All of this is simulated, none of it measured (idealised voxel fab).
Process module in this document: voxel gate over fins
Displayed cross-section: cut, width of 210 nm, square cells sized 5 nm.
Each cross-section below is a grid of square cells, stated as bands in top-down order, with one or more rows of cells making up each band. Band entry format. Leading values: height of top, height of bottom, nm. Remainder: materials in left-to-right order, each with its width in nm. Special words: "all across" on a single material, which then fills the band edge to edge; "empty", empty space. The reference from which all heights are counted is 0, the level beneath which the as-received wafer is entirely one material; the lowest band, having no lower bound, proceeds downward and is written after the example "0 -> down". Note: "30 to 40" means the width goes from the first number (top row of the band) to the second number (bottom row) in equal steps per row of cells. "no alteration" means the step left every cell of the cross-section as it was. "Closed void roster" enumerates empty spaces isolated from the top, with no open way to it, that contain at least 8 cells, giving each as width x height at distance from the left edge, all three in nm. That trailing text on a step's line, after the settings, is the simulator's own remark on the step. The optional step-line setting "overlay nm" applies to steps with a mask and quantifies how far to the right of its planned location the mask lay, a negative value indicating leftward placement.

The following list gives the planned process steps:
| 1 | RECEIVE with material Si |
| 2 | CONFORMAL_DEP with material SiN, thk nm 10 |
| 3 | PATTERN with tone cover, mask id FINS, material resist, width nm 15, pitch nm 45, thk nm 15, overlay nm 0 |
| 4 | DIRECTIONAL_ETCH with etch materials SiN, depth nm 10 |
| 5 | DIRECTIONAL_ETCH with etch materials Si, depth nm 40 |
| 6 | STRIP with etch materials resist |
| 7 | OXIDIZE with depth nm 5 |
| 8 | FILL_DEP with material SiO2, thk nm 5 |
| 9 | CMP with height nm 10 |
| 10 | SELECTIVE_ETCH with etch materials SiO2, depth nm 20 |
| 11 | STRIP with etch materials SiN |
| 12 | CONFORMAL_DEP with material HfO2, thk nm 5 |
| 13 | CONFORMAL_DEP with material TiN, thk nm 5 |
| 14 | FILL_DEP with material W, thk nm 10 |
| 15 | CMP with height nm 15 |
| 16 | CONFORMAL_DEP with material SiCN, thk nm 10 |
Split variable: width nm, step 3. Plan value = first wafer. Wafers start alike.

Here's the first of the wafers in cross-section, just as we got it, i.e. after step 1:
  0 -> down: Si all across
  Closed void roster: none

Per wafer (row), end of module: delta in cells per material since receipt, (+) for gained, (-) for lost; closed voids after that:
width nm 15; +54 HfO2; -351 Si; +84 SiCN; +273 SiO2; +54 TiN; +96 W; Closed void roster: none
width nm 20; +54 HfO2; -324 Si; +84 SiCN; +252 SiO2; +54 TiN; +90 W; Closed void roster: none
width nm 25; +54 HfO2; -297 Si; +84 SiCN; +231 SiO2; +54 TiN; +84 W; Closed void roster: none
width nm 30; +54 HfO2; -270 Si; +84 SiCN; +210 SiO2; +54 TiN; +78 W; Closed void roster: none
